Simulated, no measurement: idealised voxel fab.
process module | voxel capacitor over wiring
Cross-section cut: width 275 nm, square cells of 5 nm.
Notation: cross-section as square-cell grid; stated in bands, top first, going down; one or more cell rows per band.
Per band: top height and bottom height in nm, followed by the left-to-right materials and their widths in nm; "edge to edge" marks a single material spanning edge to edge, "air" marks empty space.
A quick word on heights: they are counted from 0, and under that level the wafer as it came to us is one material throughout. The lowest band is different from the rest in having no bottom; it simply continues downward, written as in "0..down".
The expression "30..40" gives the width at the extremes of the band, the first number at its top row of cells and the second at its bottom row, with the width changing by equal amounts from each row to the next in between.
Basically "nothing changed" means that step didn't change any cell in the cross-section.
"Enclosed void inventory" - sealed voids, min. 8 cells, no opening to top; format: width x height at distance (distance from left edge; nm throughout).
Whatever follows a step's settings on its line is a remark the simulator itself makes about that step.
What "overlay nm" on a step's line means: if the step has a mask, that mask lay this far to the right of its planned place, or, when the value is negative, to the left.

The steps planned for the process are as follows:
1. RECEIVE [material Si]
2. CONFORMAL_DEP [material SiO2] [thk nm 15]
3. DIRECTIONAL_DEP [material TiN] [thk nm 5]
4. DIRECTIONAL_DEP [material W] [thk nm 20]
5. MASKED_ETCH [tone cover] [mask id METAL_1] [width nm 30] [pitch nm 95] [etch materials W] [depth nm 20] [overlay nm 0]
6. MASKED_ETCH [tone cover] [mask id METAL_1] [width nm 30] [pitch nm 95] [etch materials TiN] [depth nm 5] [overlay nm 0]
7. CONFORMAL_DEP [material SiCN] [thk nm 5]
8. FILL_DEP [material lowk] [thk nm 10]
9. CMP [height nm 40]
10. CONFORMAL_DEP [material SiCN] [thk nm 5]
11. DIRECTIONAL_DEP [material SiO2] [thk nm 15]
12. PATTERN [tone open] [mask id PLUG_1] [material resist] [width nm 15] [thk nm 20] [overlay nm 0]
13. DIRECTIONAL_ETCH [etch materials SiO2] [depth nm 15]
14. DIRECTIONAL_ETCH [etch materials SiCN] [depth nm 5]
15. STRIP [etch materials resist]
16. CONFORMAL_DEP [material TiN] [thk nm 5]
17. FILL_DEP [material Cu] [thk nm 5]
18. CMP [height nm 60]
19. DIRECTIONAL_DEP [material TiN] [thk nm 5]
20. DIRECTIONAL_DEP [material Al2O3] [thk nm 5]
21. DIRECTIONAL_DEP [material TiN] [thk nm 10]
22. DIRECTIONAL_DEP [material aC] [thk nm 10]
23. PATTERN [tone cover] [mask id UPPER_PLATE] [material resist] [width nm 70] [thk nm 30] [overlay nm 0]
24. DIRECTIONAL_ETCH [etch materials aC] [depth nm 10]
25. STRIP [etch materials resist]
26. DIRECTIONAL_ETCH [etch materials TiN] [depth nm 10]
27. DIRECTIONAL_ETCH [etch materials Al2O3] [depth nm 5]
28. STRIP [etch materials aC]
29. MASKED_ETCH [tone cover] [mask id LOWER_PLATE] [width nm 80] [etch materials TiN] [depth nm 5] [overlay nm 0]
30. FILL_DEP [material SiO2] [thk nm 20]
31. CMP [height nm 95]
32. DIRECTIONAL_DEP [material aC] [thk nm 10]
33. PATTERN [tone open] [mask id PLUG_2] [material resist] [width nm 15] [thk nm 30] [overlay nm 0]
34. DIRECTIONAL_ETCH [etch materials aC] [depth nm 10]
35. STRIP [etch materials resist]
36. DIRECTIONAL_ETCH [etch materials SiO2] [depth nm 15]
37. STRIP [etch materials aC]
38. CONFORMAL_DEP [material TiN] [thk nm 5]
39. FILL_DEP [material Ru] [thk nm 5]
40. CMP [height nm 95]
41. CONFORMAL_DEP [material SiCN] [thk nm 5]

As-received state of the wafer in cross-section, equivalent to post-step 1:
	0..down  Si edge to edge
	Enclosed void inventory: none

Here's the wafer cut in cross-section after the module, started and planned just like above, except one thing was done wrong in the run:
	100..95  SiCN edge to edge
	95..85  SiO2: 100; TiN: 5; Ru: 5; TiN: 5; SiO2: 160
	85..80  SiO2: 100; TiN: 15; SiO2: 160
	80..70  SiO2: 90; TiN: 70; SiO2: 115
	70..65  SiO2: 90; Al2O3: 70; SiO2: 115
	65..60  SiO2: 85; TiN: 80; SiO2: 110
	60..45  SiO2: 90; TiN: 5; Cu: 5; TiN: 5; SiO2: 170
	45..40  SiCN: 90; TiN: 15; SiCN: 170
	40..35  lowk: 70; SiCN: 40; lowk: 55; SiCN: 40; lowk: 70
	35..20  lowk: 70; SiCN: 5; W: 30; SiCN: 5; lowk: 55; SiCN: 5; W: 30; SiCN: 5; lowk: 70
	20..15  SiCN: 75; TiN: 30; SiCN: 65; TiN: 30; SiCN: 75
	15..0  SiO2 edge to edge
	0..down  Si edge to edge
	Enclosed void inventory: none
Heads up, the wafer didn't run the way we planned it: step 4 was not run as planned; what actually ran was DIRECTIONAL_DEP [material W] [thk nm 15]
